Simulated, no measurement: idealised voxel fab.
Presented below is a process module, voxel local oxidation.
Square cells of 5 nm make up the cross-section cut, whose width is 205 nm.
Cross-section layout: square cells on a grid; listed as bands, top to bottom; a band spans one or more cell rows. Band: top height; bottom height; in nm. Then, left to right: material with width in nm, for each material. "everywhere": a single material spanning edge to edge. "empty": empty space. Height datum 0, below which the as-received substrate wafer is one material. Lowest band open at the bottom, running downward: "top 0, no bottom". The notation "30..40" denotes a width that varies across the rows of cells in the band, beginning at the first number in the top row, finishing at the second number in the bottom row, and changing by an identical amount from each row to the next. "no change" (step): cross-section cells unchanged, all of them. "Enclosed empty spaces" lists enclosed empty spaces (at least 8 cells, no open path upward to the top), each as width x height at distance from the left edge, in nm. It should be noted that, on the line of a given step, the content following the step's settings is a remark produced by the simulator itself with respect to that step. Regarding "overlay nm": on a step with a mask, it is the distance the mask lay to the right of its planned place; a negative value places it to the left.
STEPS PLANNED FOR THE PROCESS
| 1 | RECEIVE,material Si |
| 2 | CONFORMAL_DEP,material SiO2,thk nm 5 |
| 3 | CONFORMAL_DEP,material SiN,thk nm 10 |
| 4 | DIRECTIONAL_DEP,material aC,thk nm 15 |
| 5 | PATTERN,tone cover,mask id ACTIVE,material resist,width nm 105,thk nm 30,overlay nm 0 |
| 6 | DIRECTIONAL_ETCH,etch materials aC,depth nm 15 |
| 7 | STRIP,etch materials resist |
| 8 | DIRECTIONAL_ETCH,etch materials SiN,depth nm 10 |
| 9 | STRIP,etch materials aC |
| 10 | SELECTIVE_ETCH,etch materials SiO2,depth nm 5 |
| 11 | OXIDIZE,depth nm 15 |
| 12 | STRIP,etch materials SiN |
THE CROSS-SECTION HERE SHOWS THE WAFER AS RECEIVED, I.E. IN ITS STATE AFTER STEP 1
  top 0, no bottom = Si everywhere
  Enclosed empty spaces: none
LOOK AT THE CROSS-SECTION AFTER THE MODULE: THE WAFER STARTED OUT THE WAY SHOWN ABOVE AND THE PLAN WAS THE ONE SHOWN ABOVE, YET ONE MISTAKE WAS MADE ALONG THE WAY
  top 5, bottom 0 = SiO2=45, empty=115, SiO2=45
  top 0, bottom -15 = Si=30, SiO2=145, Si=30
  top -15, no bottom = Si everywhere
  Enclosed empty spaces: none
Run error: step 5: run off-plan, actual operation and settings PATTERN,tone open,mask id ACTIVE,material resist,width nm 105,thk nm 30,overlay nm 0
